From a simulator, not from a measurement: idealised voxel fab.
A process module follows: voxel gate over fins.
We display cut, a cross-section 240 nm in width whose square cells are each 5 nm.
The cross-sections in this document take the form of a grid made of square cells. They are written out as bands, in order from top to bottom. Each band consists of one or more rows of cells. Band: top and bottom heights (nm) first, top before bottom; then materials from left to right, widths in nm. "full width" marks a sole material filling the band edge to edge. "empty" denotes empty space. Where do heights start? At 0: under that level the wafer as delivered is made of one material only. And the lowest band has no floor; it just carries on downward, as in "0 down". The width entry "30->40" should be interpreted row by row: the top row of cells in the band takes the first number, the bottom row takes the second number, and the change between adjacent rows is uniform throughout. No cell of the cross-section changed in a step that is given as "remained unchanged". Voids not open to the top, 8 cells minimum: see "Encapsulated voids". Written width x height at distance; distance is from the left edge; nm. Text after the settings on a step's line: the simulator's own remark on that step. "overlay nm" on a masked step: distance the mask lay right of its planned place, negative for left.

The process steps that were planned are listed below
1) RECEIVE | material Si
2) CONFORMAL_DEP | material SiN | thk nm 5
3) DIRECTIONAL_DEP | material aC | thk nm 10
4) PATTERN | tone cover | mask id FINS | material resist | width nm 15 | pitch nm 40 | thk nm 30 | overlay nm 0
5) DIRECTIONAL_ETCH | etch materials aC | depth nm 10
6) STRIP | etch materials resist
7) DIRECTIONAL_ETCH | etch materials SiN | depth nm 5
8) DIRECTIONAL_ETCH | etch materials Si | depth nm 40
9) STRIP | etch materials aC
10) OXIDIZE | depth nm 5
11) FILL_DEP | material SiO2 | thk nm 5
12) CMP | height nm 5
13) SELECTIVE_ETCH | etch materials SiO2 | depth nm 15
14) STRIP | etch materials SiN
15) CONFORMAL_DEP | material HfO2 | thk nm 5
16) CONFORMAL_DEP | material TiN | thk nm 5
17) FILL_DEP | material W | thk nm 15
18) CMP | height nm 20
19) CONFORMAL_DEP | material SiN | thk nm 10

First out of two wafers; run went to plan

Cross-section of the wafer as it came to us, i.e., already through step 1
  0 down = Si full width
  Encapsulated voids: none

The wafer, seen in cross-section, after step 2
  5 to 0 = SiN full width
  Below 0, no change.

The wafer, seen in cross-section, after step 3
  15 to 5 = aC full width
  Below 5, no change.

The wafer, seen in cross-section, after step 4
  45 to 15 = empty 70; resist 15; empty 25; resist 15; empty 25; resist 15; empty 75
  Below 15, no change.

The wafer, seen in cross-section, after step 5
  35 to 15 = empty 70; resist 15; empty 25; resist 15; empty 25; resist 15; empty 75
  15 to 5 = empty 70; aC 15; empty 25; aC 15; empty 25; aC 15; empty 75
  Below 5, no change.

The wafer, seen in cross-section, after step 6
  15 to 5 = empty 70; aC 15; empty 25; aC 15; empty 25; aC 15; empty 75
  Below 5, no change.

The wafer, seen in cross-section, after step 7
  15 to 5 = empty 70; aC 15; empty 25; aC 15; empty 25; aC 15; empty 75
  5 to 0 = empty 70; SiN 15; empty 25; SiN 15; empty 25; SiN 15; empty 75
  Below 0, no change.

The wafer, seen in cross-section, after step 8
  15 to 5 = empty 70; aC 15; empty 25; aC 15; empty 25; aC 15; empty 75
  5 to 0 = empty 70; SiN 15; empty 25; SiN 15; empty 25; SiN 15; empty 75
  0 to -40 = empty 70; Si 15; empty 25; Si 15; empty 25; Si 15; empty 75
  Below -40, no change.

The wafer, seen in cross-section, after step 9
  5 to 0 = empty 70; SiN 15; empty 25; SiN 15; empty 25; SiN 15; empty 75
  Below 0, no change.

The wafer, seen in cross-section, after step 10
  5 to 0 = empty 70; SiN 15; empty 25; SiN 15; empty 25; SiN 15; empty 75
  0 to -40 = empty 70; SiO2 5; Si 5; SiO2 5; empty 25; SiO2 5; Si 5; SiO2 5; empty 25; SiO2 5; Si 5; SiO2 5; empty 75
  -40 to -45 = SiO2 75; Si 5; SiO2 35; Si 5; SiO2 35; Si 5; SiO2 80
  Below -45, no change.

The wafer, seen in cross-section, after step 11
  10 to 5 = SiO2 full width
  5 to 0 = SiO2 70; SiN 15; SiO2 25; SiN 15; SiO2 25; SiN 15; SiO2 75
  0 to -45 = SiO2 75; Si 5; SiO2 35; Si 5; SiO2 35; Si 5; SiO2 80
  Below -45, no change.

The wafer, seen in cross-section, after step 12
  5 to 0 = SiO2 70; SiN 15; SiO2 25; SiN 15; SiO2 25; SiN 15; SiO2 75
  Below 0, no change.

The wafer, seen in cross-section, after step 13
  5 to 0 = empty 70; SiN 15; empty 25; SiN 15; empty 25; SiN 15; empty 75
  0 to -10 = empty 75; Si 5; empty 35; Si 5; empty 35; Si 5; empty 80
  Below -10, no change.

The wafer, seen in cross-section, after step 14
  0 to -10 = empty 75; Si 5; empty 35; Si 5; empty 35; Si 5; empty 80
  Below -10, no change.

The wafer, seen in cross-section, after step 15
  5 to 0 = empty 70; HfO2 15; empty 25; HfO2 15; empty 25; HfO2 15; empty 75
  0 to -5 = empty 70; HfO2 5; Si 5; HfO2 5; empty 25; HfO2 5; Si 5; HfO2 5; empty 25; HfO2 5; Si 5; HfO2 5; empty 75
  -5 to -10 = HfO2 75; Si 5; HfO2 35; Si 5; HfO2 35; Si 5; HfO2 80
  Below -10, no change.

The wafer, seen in cross-section, after step 16
  10 to 5 = empty 65; TiN 25; empty 15; TiN 25; empty 15; TiN 25; empty 70
  5 to 0 = empty 65; TiN 5; HfO2 15; TiN 5; empty 15; TiN 5; HfO2 15; TiN 5; empty 15; TiN 5; HfO2 15; TiN 5; empty 70
  0 to -5 = TiN 70; HfO2 5; Si 5; HfO2 5; TiN 25; HfO2 5; Si 5; HfO2 5; TiN 25; HfO2 5; Si 5; HfO2 5; TiN 75
  Below -5, no change.

The wafer, seen in cross-section, after step 17
  25 to 10 = W full width
  10 to 5 = W 65; TiN 25; W 15; TiN 25; W 15; TiN 25; W 70
  5 to 0 = W 65; TiN 5; HfO2 15; TiN 5; W 15; TiN 5; HfO2 15; TiN 5; W 15; TiN 5; HfO2 15; TiN 5; W 70
  Below 0, no change.

The wafer, seen in cross-section, after step 18
  20 to 10 = W full width
  Below 10, no change.

The wafer, seen in cross-section, after step 19
  30 to 20 = SiN full width
  Below 20, no change.

The second wafer began exactly as the first did and followed the same plan, but one mistake was made while running it; through step 7 inclusive, the two wafers are identical

Cross-section of the second wafer corresponding to the planned conclusion of step 8
  15 to 5 = empty 70; aC 15; empty 25; aC 15; empty 25; aC 15; empty 75
  5 to 0 = empty 70; SiN 15; empty 25; SiN 15; empty 25; SiN 15; empty 75
  0 to -30 = empty 70; Si 15; empty 25; Si 15; empty 25; Si 15; empty 75
  Below -30, no change.

Cross-section of the second wafer corresponding to the planned conclusion of step 9
  5 to 0 = empty 70; SiN 15; empty 25; SiN 15; empty 25; SiN 15; empty 75
  Below 0, no change.

Cross-section of the second wafer corresponding to the planned conclusion of step 10
  5 to 0 = empty 70; SiN 15; empty 25; SiN 15; empty 25; SiN 15; empty 75
  0 to -30 = empty 70; SiO2 5; Si 5; SiO2 5; empty 25; SiO2 5; Si 5; SiO2 5; empty 25; SiO2 5; Si 5; SiO2 5; empty 75
  -30 to -35 = SiO2 75; Si 5; SiO2 35; Si 5; SiO2 35; Si 5; SiO2 80
  Below -35, no change.

Cross-section of the second wafer corresponding to the planned conclusion of step 11
  10 to 5 = SiO2 full width
  5 to 0 = SiO2 70; SiN 15; SiO2 25; SiN 15; SiO2 25; SiN 15; SiO2 75
  0 to -35 = SiO2 75; Si 5; SiO2 35; Si 5; SiO2 35; Si 5; SiO2 80
  Below -35, no change.

Cross-section of the second wafer corresponding to the planned conclusion of step 12
  5 to 0 = SiO2 70; SiN 15; SiO2 25; SiN 15; SiO2 25; SiN 15; SiO2 75
  Below 0, no change.

Cross-section of the second wafer corresponding to the planned conclusion of step 13
  5 to 0 = empty 70; SiN 15; empty 25; SiN 15; empty 25; SiN 15; empty 75
  0 to -10 = empty 75; Si 5; empty 35; Si 5; empty 35; Si 5; empty 80
  Below -10, no change.

Cross-section of the second wafer corresponding to the planned conclusion of step 14
  0 to -10 = empty 75; Si 5; empty 35; Si 5; empty 35; Si 5; empty 80
  Below -10, no change.

Cross-section of the second wafer corresponding to the planned conclusion of step 15
  5 to 0 = empty 70; HfO2 15; empty 25; HfO2 15; empty 25; HfO2 15; empty 75
  0 to -5 = empty 70; HfO2 5; Si 5; HfO2 5; empty 25; HfO2 5; Si 5; HfO2 5; empty 25; HfO2 5; Si 5; HfO2 5; empty 75
  -5 to -10 = HfO2 75; Si 5; HfO2 35; Si 5; HfO2 35; Si 5; HfO2 80
  Below -10, no change.

Cross-section of the second wafer corresponding to the planned conclusion of step 16
  10 to 5 = empty 65; TiN 25; empty 15; TiN 25; empty 15; TiN 25; empty 70
  5 to 0 = empty 65; TiN 5; HfO2 15; TiN 5; empty 15; TiN 5; HfO2 15; TiN 5; empty 15; TiN 5; HfO2 15; TiN 5; empty 70
  0 to -5 = TiN 70; HfO2 5; Si 5; HfO2 5; TiN 25; HfO2 5; Si 5; HfO2 5; TiN 25; HfO2 5; Si 5; HfO2 5; TiN 75
  Below -5, no change.

Cross-section of the second wafer corresponding to the planned conclusion of step 17
  25 to 10 = W full width
  10 to 5 = W 65; TiN 25; W 15; TiN 25; W 15; TiN 25; W 70
  5 to 0 = W 65; TiN 5; HfO2 15; TiN 5; W 15; TiN 5; HfO2 15; TiN 5; W 15; TiN 5; HfO2 15; TiN 5; W 70
  Below 0, no change.

Cross-section of the second wafer corresponding to the planned conclusion of step 18
  20 to 10 = W full width
  Below 10, no change.

Cross-section of the second wafer corresponding to the planned conclusion of step 19
  30 to 20 = SiN full width
  Below 20, no change.
The plan and the run diverged here: rather than as planned, step 8 actually ran as DIRECTIONAL_ETCH | etch materials Si | depth nm 30
Final cells, second wafer relative to first, materials higher or lower: 90 more of Si; 90 fewer of SiO2
